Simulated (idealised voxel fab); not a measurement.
The name of this process module is voxel gate over fins.
Square cells of 5 nm make up the cross-section cut, whose width is 210 nm.
This document writes a cross-section as a grid whose cells are square, and gives it as bands, listed from the top down; one or more rows of cells form a band. The entry gives the band's vertical extent as a top height and a bottom height in nm, then its horizontal make-up as materials from left to right, each with a width in nm. "empty" stands for empty space; a single material marked "everywhere" fills the band edge to edge. Beneath 0, the wafer as received is one material, and that level is where height counting begins. The lowest band goes on downward without a bottom; it is written like "0..down". Think of "30 to 40" as a width that walks from the first number to the second as you go down the band, top row to bottom row, taking equal-sized steps from row to row. Reading "remained unchanged" for a step: not a cell of the cross-section changed in it. In "Closed internal cavities" the enclosed voids are listed, meaning empty spaces of 8 cells or larger without any opening to the top. The form is width x height at distance, distance from the left edge, units nm. Read whatever lies past the settings on a step's line as the simulator's own remark about the step. You can add "overlay nm" to a step's line. For a step with a mask, it describes how far the mask lay to the right of its planned position, and a negative number describes a lay to the left.
The following list gives the planned process steps
1 RECEIVE: material Si
2 CONFORMAL_DEP: material SiN, thk nm 10
3 DIRECTIONAL_DEP: material aC, thk nm 15
4 PATTERN: tone cover, mask id FINS, material resist, width nm 15, pitch nm 45, thk nm 35, overlay nm 0
5 DIRECTIONAL_ETCH: etch materials aC, depth nm 15
6 STRIP: etch materials resist
7 DIRECTIONAL_ETCH: etch materials SiN, depth nm 10
8 DIRECTIONAL_ETCH: etch materials Si, depth nm 35
9 STRIP: etch materials aC
10 FILL_DEP: material SiO2, thk nm 15
11 CMP: height nm 10
12 SELECTIVE_ETCH: etch materials SiO2, depth nm 25
13 STRIP: etch materials SiN
14 CONFORMAL_DEP: material HfO2, thk nm 5
15 CONFORMAL_DEP: material TiN, thk nm 5
16 CONFORMAL_DEP: material TiAl, thk nm 5
17 CONFORMAL_DEP: material TiN, thk nm 5
18 FILL_DEP: material W, thk nm 10
19 CMP: height nm 25
20 CONFORMAL_DEP: material SiCN, thk nm 5
Cross-section of the incoming wafer, state after step 1
- 0..down: Si everywhere
- Closed internal cavities: none
This is how the wafer looks in cross-section once the module is done, given the starting state and plan above and one mistake in carrying the plan out
- 30..25: SiCN everywhere
- 25..20: W everywhere
- 20..15: W 30 | TiN 145 | W 35
- 15..10: W 30 | TiN 5 | TiAl 135 | TiN 5 | W 35
- 10..5: W 30 | TiN 5 | TiAl 5 | TiN 35 | TiAl 10 | TiN 35 | TiAl 10 | TiN 35 | TiAl 5 | TiN 5 | W 35
- 5..0: TiN 35 | TiAl 5 | TiN 5 | HfO2 25 | TiN 5 | TiAl 10 | TiN 5 | HfO2 25 | TiN 5 | TiAl 10 | TiN 5 | HfO2 25 | TiN 5 | TiAl 5 | TiN 40
- 0..-5: TiAl 40 | TiN 5 | HfO2 5 | Si 15 | HfO2 5 | TiN 5 | TiAl 10 | TiN 5 | HfO2 5 | Si 15 | HfO2 5 | TiN 5 | TiAl 10 | TiN 5 | HfO2 5 | Si 15 | HfO2 5 | TiN 5 | TiAl 45
- -5..-10: TiN 45 | HfO2 5 | Si 15 | HfO2 5 | TiN 20 | HfO2 5 | Si 15 | HfO2 5 | TiN 20 | HfO2 5 | Si 15 | HfO2 5 | TiN 50
- -10..-15: HfO2 50 | Si 15 | HfO2 30 | Si 15 | HfO2 30 | Si 15 | HfO2 55
- -15..-70: SiO2 50 | Si 15 | SiO2 30 | Si 15 | SiO2 30 | Si 15 | SiO2 55
- -70..down: Si everywhere
- Closed internal cavities: none
So what did we get wrong on this run? step 8 was run twice
